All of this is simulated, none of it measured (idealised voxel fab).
Process module name: voxel released beams
Cross-section cut spans 145 nm and uses square cells 5 nm in size.
Just so we're on the same page, the cross-sections are grids of square cells, and they're listed out in bands top to bottom, each band one or more rows deep.
Heads up on the band format: heights come first, top then bottom, in nm. After that it's the materials left to right, each with its width in nm. A single material flagged "throughout" fills the whole band edge to edge, and "empty" means there's empty space there.
Note: height 0 marks the level under which the wafer is uniformly one material as received. Lowest band unbounded below, written "z 0 and below".
A width such as "30..40" changes by the same amount from each row of cells to the next, from the band's top row to its bottom row.
Where a step carries "remains unaltered", the cross-section came out of it unchanged, cell for cell.
Any empty space of 8 cells or more lacking an open way to the top shows up in "Tabulated closed voids" as width x height at distance, distance from the left edge, in nm.
Post-settings text on a step line: simulator's own remark regarding the step.
Among the settings permitted on a step's line is "overlay nm"; applied to a step with a mask, it specifies the extent to which the mask lay to the right of its planned position, whereas a negative figure signifies a position to the left.
How should the pairs below be read? Each gives the cross-section before one process step and the cross-section after it, the latter drawn only to the lowest band that changed; the step that lies between them, with its settings, appears under the pair. Does a pair pick up where the pair above left off? Only where its entry headed "Prior to processing" says so, since pairs can come from different runs of this module on the same starting wafer.

[Prior to processing]
> z 50 to 35 | aC throughout
> z 35 to 5 | polySi throughout
> z 5 to 0 | Al2O3 throughout
> z 0 and below | Si throughout
> Tabulated closed voids: none

[Structure After Step]
> z 80 to 50 | 30 empty | 80 resist | 35 empty
> Everything under 50 stays put, no change at all.
> Tabulated closed voids: none
Relating the two cross-sections above, the step in between is PATTERN (tone cover; mask id BEAM; material resist; width nm 80; thk nm 30; overlay nm 0)

Prior to processing: The cross-section prior to this step is the one presented after the step of the pair immediately above.

[Structure After Step]
> z 65 to 50 | 30 empty | 80 resist | 35 empty
> z 50 to 35 | 30 empty | 80 aC | 35 empty
> Everything under 35 stays put, no change at all.
> Tabulated closed voids: none
Relating the two cross-sections above, the step in between is DIRECTIONAL_ETCH (etch materials aC; depth nm 15)

Prior to processing: The cross-section prior to this step is the one presented after the step of the pair immediately above.

[Structure After Step]
> z 50 to 35 | 30 empty | 80 aC | 35 empty
> Everything under 35 stays put, no change at all.
> Tabulated closed voids: none
Relating the two cross-sections above, the step in between is STRIP (etch materials resist)

Prior to processing: The cross-section prior to this step is the one presented after the step of the pair immediately above.

[Structure After Step]
> z 50 to 35 | 30 empty | 80 aC | 35 empty
> z 35 to 25 | 30 empty | 80 polySi | 35 empty
> Everything under 25 stays put, no change at all.
> Tabulated closed voids: none
Relating the two cross-sections above, the step in between is DIRECTIONAL_ETCH (etch materials polySi; depth nm 10)

Prior to processing: The cross-section prior to this step is the one presented after the step of the pair immediately above.

[Structure After Step]
> z 35 to 25 | 30 empty | 80 polySi | 35 empty
> Everything under 25 stays put, no change at all.
> Tabulated closed voids: none
Relating the two cross-sections above, the step in between is STRIP (etch materials aC)

[Prior to processing]
> z 35 to 25 | aC throughout
> z 25 to 5 | SiO2 throughout
> z 5 to 0 | Al2O3 throughout
> z 0 and below | Si throughout
> Tabulated closed voids: none

[Structure After Step]
> z 65 to 35 | 35 empty | 25 resist | 85 empty
> Everything under 35 stays put, no change at all.
> Tabulated closed voids: none
Relating the two cross-sections above, the step in between is PATTERN (tone cover; mask id ANCHOR; material resist; width nm 25; thk nm 30; overlay nm 0)

Prior to processing: The cross-section prior to this step is the one presented after the step of the pair immediately above.

[Structure After Step]
> z 55 to 35 | 35 empty | 25 resist | 85 empty
> z 35 to 25 | 35 empty | 25 aC | 85 empty
> Everything under 25 stays put, no change at all.
> Tabulated closed voids: none
Relating the two cross-sections above, the step in between is DIRECTIONAL_ETCH (etch materials aC; depth nm 10)

Prior to processing: The cross-section prior to this step is the one presented after the step of the pair immediately above.

[Structure After Step]
> z 35 to 25 | 35 empty | 25 aC | 85 empty
> Everything under 25 stays put, no change at all.
> Tabulated closed voids: none
Relating the two cross-sections above, the step in between is STRIP (etch materials resist)

Prior to processing: The cross-section prior to this step is the one presented after the step of the pair immediately above.

[Structure After Step]
> z 35 to 25 | 35 empty | 25 aC | 85 empty
> z 25 to 5 | 35 empty | 25 SiO2 | 85 empty
> Everything under 5 stays put, no change at all.
> Tabulated closed voids: none
Relating the two cross-sections above, the step in between is DIRECTIONAL_ETCH (etch materials SiO2; depth nm 20)

Prior to processing: The cross-section prior to this step is the one presented after the step of the pair immediately above.

[Structure After Step]
> z 25 to 5 | 35 empty | 25 SiO2 | 85 empty
> Everything under 5 stays put, no change at all.
> Tabulated closed voids: none
Relating the two cross-sections above, the step in between is STRIP (etch materials aC)

Prior to processing: The cross-section prior to this step is the one presented after the step of the pair immediately above.

[Structure After Step]
> z 35 to 25 | 25 empty | 45 polySi | 75 empty
> z 25 to 15 | 25 empty | 10 polySi | 25 SiO2 | 10 polySi | 75 empty
> z 15 to 5 | 35 polySi | 25 SiO2 | 85 polySi
> Everything under 5 stays put, no change at all.
> Tabulated closed voids: none
Relating the two cross-sections above, the step in between is CONFORMAL_DEP (material polySi; thk nm 10)

Prior to processing: The cross-section prior to this step is the one presented after the step of the pair immediately above.

[Structure After Step]
> z 50 to 35 | 25 empty | 45 aC | 75 empty
> z 35 to 30 | 25 empty | 45 polySi | 75 empty
> z 30 to 25 | 25 aC | 45 polySi | 75 aC
> z 25 to 15 | 25 aC | 10 polySi | 25 SiO2 | 10 polySi | 75 aC
> Everything under 15 stays put, no change at all.
> Tabulated closed voids: none
Relating the two cross-sections above, the step in between is DIRECTIONAL_DEP (material aC; thk nm 15)

Prior to processing: The cross-section prior to this step is the one presented after the step of the pair immediately above.

[Structure After Step]
> z 80 to 50 | 30 empty | 80 resist | 35 empty
> z 50 to 35 | 25 empty | 45 aC | 40 resist | 35 empty
> z 35 to 30 | 25 empty | 45 polySi | 40 resist | 35 empty
> Everything under 30 stays put, no change at all.
> Tabulated closed voids: none
Relating the two cross-sections above, the step in between is PATTERN (tone cover; mask id BEAM; material resist; width nm 80; thk nm 30; overlay nm 0)

Prior to processing: The cross-section prior to this step is the one presented after the step of the pair immediately above.

[Structure After Step]
> z 65 to 50 | 30 empty | 80 resist | 35 empty
> z 50 to 35 | 30 empty | 40 aC | 40 resist | 35 empty
> z 35 to 30 | 25 empty | 45 polySi | 40 resist | 35 empty
> z 30 to 25 | 25 empty | 45 polySi | 40 aC | 35 empty
> z 25 to 15 | 25 empty | 10 polySi | 25 SiO2 | 10 polySi | 40 aC | 35 empty
> Everything under 15 stays put, no change at all.
> Tabulated closed voids: none
Relating the two cross-sections above, the step in between is DIRECTIONAL_ETCH (etch materials aC; depth nm 15)

Prior to processing: The cross-section prior to this step is the one presented after the step of the pair immediately above.

[Structure After Step]
> z 50 to 35 | 30 empty | 40 aC | 75 empty
> z 35 to 30 | 25 empty | 45 polySi | 75 empty
> Everything under 30 stays put, no change at all.
> Tabulated closed voids: none
Relating the two cross-sections above, the step in between is STRIP (etch materials resist)

Prior to processing: The cross-section prior to this step is the one presented after the step of the pair immediately above.

[Structure After Step]
> z 50 to 35 | 30 empty | 40 aC | 75 empty
> z 35 to 30 | 30 empty | 40 polySi | 75 empty
> z 30 to 25 | 30 empty | 40 polySi | 40 aC | 35 empty
> z 25 to 15 | 25 empty | 10 polySi | 25 SiO2 | 10 polySi | 40 aC | 35 empty
> z 15 to 5 | 25 empty | 10 polySi | 25 SiO2 | 50 polySi | 35 empty
> Everything under 5 stays put, no change at all.
> Tabulated closed voids: none
Relating the two cross-sections above, the step in between is DIRECTIONAL_ETCH (etch materials polySi; depth nm 10)

Prior to processing: The cross-section prior to this step is the one presented after the step of the pair immediately above.

[Structure After Step]
> z 35 to 25 | 30 empty | 40 polySi | 75 empty
> z 25 to 15 | 25 empty | 10 polySi | 25 SiO2 | 10 polySi | 75 empty
> Everything under 15 stays put, no change at all.
> Tabulated closed voids: none
Relating the two cross-sections above, the step in between is STRIP (etch materials aC)
